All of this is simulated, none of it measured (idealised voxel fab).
The process module that follows is named voxel ribs on slabs.
Each square cell in cross-section cut measures 5 nm, and the section as a whole is 165 nm wide.
This document writes a cross-section as a grid whose cells are square, and gives it as bands, listed from the top down; one or more rows of cells form a band.
Quick guide to a band line: top height, bottom height (nm) up front; then every material left to right with its width in nm. Only one material and it's marked "everywhere"? Then it fills the band edge to edge. And "blank" just means empty space.
Heights are measured from 0, the level below which the as-received wafer is all one material; the lowest band has no bottom and continues downward, written as in "0 -> down".
Width "30..40": first value at the band's top row of cells, second value at its bottom row, equal change from row to row.
Take "nothing got changed" at face value: in the step it is given for, the cross-section changed in none of its cells.
The entry "Enclosed void inventory" lists the empty spaces that cover at least 8 cells and have no open path to the top. Each is written as width x height at distance, where the distance is measured from the left edge and all three values are in nm.
On a step's line, text after the settings is the simulator commenting on that step.
If you see "overlay nm" on a step's line and that step has a mask, it's telling you how far right of where it was planned the mask ended up; a negative number means it went left instead.

The following list gives the planned process steps:
1. RECEIVE: material Si
2. DIRECTIONAL_DEP: material SiO2, thk nm 20
3. DIRECTIONAL_DEP: material polySi, thk nm 20
4. PATTERN: tone cover, mask id RIB, material resist, width nm 15, thk nm 15, overlay nm 0
5. DIRECTIONAL_ETCH: etch materials polySi, depth nm 15
6. STRIP: etch materials resist
7. DIRECTIONAL_DEP: material aC, thk nm 15
8. PATTERN: tone cover, mask id SLAB, material resist, width nm 55, thk nm 30, overlay nm -15
9. DIRECTIONAL_ETCH: etch materials aC, depth nm 15
10. STRIP: etch materials resist
11. DIRECTIONAL_ETCH: etch materials polySi, depth nm 5
12. STRIP: etch materials aC
13. FILL_DEP: material SiO2, thk nm 30
14. CMP: height nm 60
15. DIRECTIONAL_DEP: material W, thk nm 5
16. DIRECTIONAL_DEP: material aC, thk nm 15
17. PATTERN: tone cover, mask id HEATER, material resist, width nm 25, thk nm 35, overlay nm 0
18. DIRECTIONAL_ETCH: etch materials aC, depth nm 15
19. STRIP: etch materials resist
20. DIRECTIONAL_ETCH: etch materials W, depth nm 5
21. STRIP: etch materials aC
22. CONFORMAL_DEP: material SiO2, thk nm 5
varied across the wafers: overlay nm of step 8. The plan shows the first wafer's value. All wafers start alike

Sectional view: first of several wafers, as received, after step 1:
	0 -> down: Si everywhere
	Enclosed void inventory: none

Note: the following table is arranged by wafer, a row apiece. Each row reports the end-of-module state: per material, cells gained (+) or cells lost (-) compared with the wafer as received; closed voids follow:
overlay nm -15 | +411 SiO2 | +5 W | +20 polySi | Enclosed void inventory: none
overlay nm -10 | +411 SiO2 | +5 W | +20 polySi | Enclosed void inventory: none
overlay nm -5 | +411 SiO2 | +5 W | +20 polySi | Enclosed void inventory: none
overlay nm 0 | +411 SiO2 | +5 W | +20 polySi | Enclosed void inventory: none
overlay nm 5 | +411 SiO2 | +5 W | +20 polySi | Enclosed void inventory: none
overlay nm 10 | +411 SiO2 | +5 W | +20 polySi | Enclosed void inventory: none
overlay nm 15 | +411 SiO2 | +5 W | +20 polySi | Enclosed void inventory: none
